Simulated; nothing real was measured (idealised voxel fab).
process module | voxel ribs on slabs
cross-section cut | 230 nm wide | cells 5 nm
A cross-section is a grid of square cells, given in bands from the top down. A band is one or more rows of cells.
Each band's line starts with the height of the band's top and of its bottom, in nm. Then come its materials from left to right, each with its width in nm. One material with "throughout" fills the band from edge to edge. "air" is empty space.
Height 0 is the level under which the wafer as received is all one material. The lowest band goes on downwards, as in "0 down".
A width such as "30 to 40" changes by the same amount from each row of cells to the next, from the band's top row to its bottom row.
"no change" after a step means that no cell of the cross-section changed.
closed voids: empty space of 8 cells or more with no open way to the top, each as width x height at its distance from the left edge, in nm
after a step's settings: what the simulator itself notes on the step
overlay nm, on a step with a mask: how far to the right of its planned place the mask lay; to the left if negative
plan
1 op RECEIVE | material Si
2 op DIRECTIONAL_DEP | material SiO2 | thk nm 25
3 op DIRECTIONAL_DEP | material polySi | thk nm 15
4 op PATTERN | tone cover | mask id RIB | material resist | width nm 25 | thk nm 15 | overlay nm 0
5 op DIRECTIONAL_ETCH | etch materials polySi | depth nm 10
6 op STRIP | etch materials resist
7 op DIRECTIONAL_DEP | material aC | thk nm 15
8 op PATTERN | tone cover | mask id SLAB | material resist | width nm 85 | thk nm 30 | overlay nm 0
9 op DIRECTIONAL_ETCH | etch materials aC | depth nm 15
10 op STRIP | etch materials resist
11 op DIRECTIONAL_ETCH | etch materials polySi | depth nm 5
12 op STRIP | etch materials aC
13 op FILL_DEP | material SiO2 | thk nm 20
14 op CMP | height nm 50
15 op DIRECTIONAL_DEP | material TiN | thk nm 10
16 op PATTERN | tone cover | mask id HEATER | material resist | width nm 35 | thk nm 15 | overlay nm 0
17 op DIRECTIONAL_ETCH | etch materials TiN | depth nm 10
18 op STRIP | etch materials resist
19 op CONFORMAL_DEP | material SiN | thk nm 10
first wafer, as planned
as received, after step 1
  0 down: Si throughout
  closed voids: none
after step 2
  25 to 0: SiO2 throughout
  below 0: unchanged
after step 3
  40 to 25: polySi throughout
  below 25: unchanged
after step 4
  55 to 40: air 100 | resist 25 | air 105
  below 40: unchanged
after step 5
  55 to 40: air 100 | resist 25 | air 105
  40 to 30: air 100 | polySi 25 | air 105
  below 30: unchanged
after step 6
  40 to 30: air 100 | polySi 25 | air 105
  below 30: unchanged
after step 7
  55 to 45: air 100 | aC 25 | air 105
  45 to 40: aC throughout
  40 to 30: aC 100 | polySi 25 | aC 105
  below 30: unchanged
after step 8
  85 to 55: air 70 | resist 85 | air 75
  55 to 45: air 70 | resist 30 | aC 25 | resist 30 | air 75
  below 45: unchanged
after step 9
  70 to 55: air 70 | resist 85 | air 75
  55 to 45: air 70 | resist 30 | aC 25 | resist 30 | air 75
  45 to 40: air 70 | aC 85 | air 75
  40 to 30: air 70 | aC 30 | polySi 25 | aC 30 | air 75
  below 30: unchanged
after step 10
  55 to 45: air 100 | aC 25 | air 105
  below 45: unchanged
after step 11
  55 to 45: air 100 | aC 25 | air 105
  45 to 40: air 70 | aC 85 | air 75
  40 to 30: air 70 | aC 30 | polySi 25 | aC 30 | air 75
  30 to 25: air 70 | polySi 85 | air 75
  below 25: unchanged
after step 12
  40 to 30: air 100 | polySi 25 | air 105
  below 30: unchanged
after step 13
  60 to 40: SiO2 throughout
  40 to 30: SiO2 100 | polySi 25 | SiO2 105
  30 to 25: SiO2 70 | polySi 85 | SiO2 75
  below 25: unchanged
after step 14
  50 to 40: SiO2 throughout
  below 40: unchanged
after step 15
  60 to 50: TiN throughout
  below 50: unchanged
after step 16
  75 to 60: air 95 | resist 35 | air 100
  below 60: unchanged
after step 17
  75 to 60: air 95 | resist 35 | air 100
  60 to 50: air 95 | TiN 35 | air 100
  below 50: unchanged
after step 18
  60 to 50: air 95 | TiN 35 | air 100
  below 50: unchanged
after step 19
  70 to 60: air 85 | SiN 55 | air 90
  60 to 50: SiN 95 | TiN 35 | SiN 100
  below 50: unchanged
second wafer: like start, like plan, one mistake. Through step 2 it matches the first wafer
when step 3 should have ended
  55 to 25: polySi throughout
  below 25: unchanged
when step 4 should have ended
  70 to 55: air 100 | resist 25 | air 105
  below 55: unchanged
when step 5 should have ended
  70 to 55: air 100 | resist 25 | air 105
  55 to 45: air 100 | polySi 25 | air 105
  below 45: unchanged
when step 6 should have ended
  55 to 45: air 100 | polySi 25 | air 105
  below 45: unchanged
when step 7 should have ended
  70 to 60: air 100 | aC 25 | air 105
  60 to 55: aC throughout
  55 to 45: aC 100 | polySi 25 | aC 105
  below 45: unchanged
when step 8 should have ended
  100 to 70: air 70 | resist 85 | air 75
  70 to 60: air 70 | resist 30 | aC 25 | resist 30 | air 75
  below 60: unchanged
when step 9 should have ended
  85 to 70: air 70 | resist 85 | air 75
  70 to 60: air 70 | resist 30 | aC 25 | resist 30 | air 75
  60 to 55: air 70 | aC 85 | air 75
  55 to 45: air 70 | aC 30 | polySi 25 | aC 30 | air 75
  below 45: unchanged
when step 10 should have ended
  70 to 60: air 100 | aC 25 | air 105
  below 60: unchanged
when step 11 should have ended
  70 to 60: air 100 | aC 25 | air 105
  60 to 55: air 70 | aC 85 | air 75
  55 to 45: air 70 | aC 30 | polySi 25 | aC 30 | air 75
  45 to 40: air 70 | polySi 85 | air 75
  below 40: unchanged
when step 12 should have ended
  55 to 45: air 100 | polySi 25 | air 105
  below 45: unchanged
when step 13 should have ended
  75 to 55: SiO2 throughout
  55 to 45: SiO2 100 | polySi 25 | SiO2 105
  45 to 40: SiO2 70 | polySi 85 | SiO2 75
  below 40: unchanged
when step 14 should have ended
  50 to 40: SiO2 100 to 70 | polySi 25 to 85 | SiO2 105 to 75
  below 40: unchanged
when step 15 should have ended
  60 to 50: TiN throughout
  below 50: unchanged
when step 16 should have ended
  75 to 60: air 95 | resist 35 | air 100
  below 60: unchanged
when step 17 should have ended
  75 to 60: air 95 | resist 35 | air 100
  60 to 50: air 95 | TiN 35 | air 100
  below 50: unchanged
when step 18 should have ended
  60 to 50: air 95 | TiN 35 | air 100
  below 50: unchanged
when step 19 should have ended
  70 to 60: air 85 | SiN 55 | air 90
  60 to 50: SiN 95 | TiN 35 | SiN 100
  below 50: unchanged
what went wrong: step 3 was run twice
at the end the second wafer has, in cells: 133 fewer of SiO2 | 133 more of polySi
